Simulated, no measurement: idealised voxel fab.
A process module follows: voxel released beams.
cross-section cut | 205 nm wide | cells 5 nm
For the purposes of this document, a cross-section shall be understood as a grid of square cells, specified as bands listed in top-to-bottom order, each band consisting of one or more rows of cells.
Top height, bottom height, nm. Materials left to right, width each, nm. Single material + "everywhere" = fills band edge to edge. "air" = empty.
Heads up on the height convention: 0 is the point under which the incoming wafer is all one material, and the lowest band has no bottom, it just keeps going down, like "top 0, no bottom".
A width given as "30 to 40" starts at the first number in the band's top row and ends at the second number in its bottom row, shifting by an equal amount at every step from row to row.
A step reported as "nothing altered" is a step in which no cell of the cross-section changed.
This entry, "Unvented voids", enumerates those empty regions of no fewer than 8 cells that possess no open connection to the top. Each region is reported in the form width x height at distance, the distance being taken from the left edge, with all three quantities expressed in nm.
Text after the settings on a step's line: the simulator's own remark on that step.
You can add "overlay nm" to a step's line. For a step with a mask, it describes how far the mask lay to the right of its planned position, and a negative number describes a lay to the left.
Here's what the planned process steps look like:
step 1: RECEIVE (material Si)
step 2: CONFORMAL_DEP (material SiN; thk nm 10)
step 3: DIRECTIONAL_DEP (material SiO2; thk nm 20)
step 4: MASKED_ETCH (tone open; mask id ANCHOR; width nm 30; etch materials SiO2; depth nm 20; overlay nm 0)
step 5: CONFORMAL_DEP (material W; thk nm 10)
step 6: MASKED_ETCH (tone cover; mask id BEAM; width nm 75; etch materials W; depth nm 10; overlay nm 0)
step 7: STRIP (etch materials SiO2)
Be aware that, although all wafers share a common starting state, the width nm at step 6 differs among them, and the plan displays the first wafer's value.
Step 1 complete: as-received cross-section of the first of several wafers:
* top 0, no bottom | Si everywhere
* Unvented voids: none
The rows of the table below are wafers. Looking at the end of the module, a row counts, for every material, the cells the wafer has gained, shown as (+), or lost, shown as (-), since it was received; its closed voids come next:
width nm 75, +82 SiN, +46 W, Unvented voids: none
width nm 80, +82 SiN, +48 W, Unvented voids: none
width nm 85, +82 SiN, +50 W, Unvented voids: none
width nm 90, +82 SiN, +52 W, Unvented voids: none
width nm 95, +82 SiN, +54 W, Unvented voids: none
width nm 100, +82 SiN, +56 W, Unvented voids: none
